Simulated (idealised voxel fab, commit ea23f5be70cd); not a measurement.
Herein follows the process module entitled voxel self aligned vias.
The cross-section shown here is cut; it is 225 nm wide and divided into square cells measuring 5 nm on a side.
Think of the cross-section as a grid of square cells. We describe it in bands, top to bottom, and each band covers one or more rows of those cells.
Basically the band line says how high the top is and how high the bottom is, in nm, and then what's in it from left to right, every material with its width in nm. Empty space shows up as "blank", and if a single material carries "edge to edge" it runs the full band edge to edge.
Heights are reckoned from 0. Under this level, the received wafer is all of one material. The bottommost band is open-ended downward, for example "0 down".
Per-row width for "30->40": begins at first number (top row of band), ends at second number (bottom row), increment between rows held constant.
No cell of the cross-section changed in a step that is given as "same as before".
Any empty space of 8 cells or more lacking an open way to the top shows up in "Unvented cavities" as width x height at distance, distance from the left edge, in nm.
Note: text after step settings on the step line = simulator remark on that step.
When a step includes a mask, the "overlay nm" setting on its line states how far to the right of its planned place that mask lay, and negative values state how far to the left.

**These are the steps we planned for the process**
| 1 | RECEIVE with material Si |
| 2 | CONFORMAL_DEP with material SiO2, thk nm 10 |
| 3 | CONFORMAL_DEP with material SiCN, thk nm 5 |
| 4 | DIRECTIONAL_DEP with material SiO2, thk nm 20 |
| 5 | PATTERN with tone open, mask id LINES, material resist, width nm 25, pitch nm 60, thk nm 15, overlay nm 0 |
| 6 | DIRECTIONAL_ETCH with etch materials SiO2, depth nm 20 |
| 7 | STRIP with etch materials resist |
| 8 | CONFORMAL_DEP with material TiN, thk nm 5 |
| 9 | FILL_DEP with material Ru, thk nm 5 |
| 10 | CMP with height nm 35 |
| 11 | SELECTIVE_ETCH with etch materials W Ru TiN, depth nm 10 |
| 12 | FILL_DEP with material SiN, thk nm 5 |
| 13 | CMP with height nm 35 |
| 14 | DIRECTIONAL_DEP with material SiO2, thk nm 15 |
| 15 | MASKED_ETCH with tone open, mask id VIAS, width nm 45, pitch nm 120, etch materials SiO2, depth nm 15, overlay nm 0 |
| 16 | MASKED_ETCH with tone open, mask id VIAS, width nm 45, pitch nm 120, etch materials SiN, depth nm 10, overlay nm 0 |
| 17 | CONFORMAL_DEP with material TiN, thk nm 5 |
| 18 | FILL_DEP with material Cu, thk nm 5 |
| 19 | CMP with height nm 50 |
| 20 | CONFORMAL_DEP with material SiN, thk nm 5 |
For clarity, it should be stated that the wafers under discussion commence in an identical condition and differ with respect to the thk nm of step 3, the plan indicating the value that the first wafer had.

**Received condition of the first of several wafers, sectioned: post-step 1**
- 0 down | Si edge to edge
- Unvented cavities: none

**The table below has one row for each wafer; a row shows, as of the end of the module, how many cells of each material the wafer has gained, marked (+), or lost, marked (-), since it was received, and then the wafer's closed voids**
thk nm 5, +40 Cu, +9 Ru, +45 SiCN, +55 SiN, +291 SiO2, +55 TiN, Unvented cavities: none
thk nm 10, +40 Cu, +90 SiCN, +55 SiN, +261 SiO2, +49 TiN, Unvented cavities: none
thk nm 15, +40 Cu, +135 SiCN, +55 SiN, +231 SiO2, +34 TiN, Unvented cavities: none
thk nm 20, +34 Cu, +180 SiCN, +50 SiN, +201 SiO2, +30 TiN, Unvented cavities: none
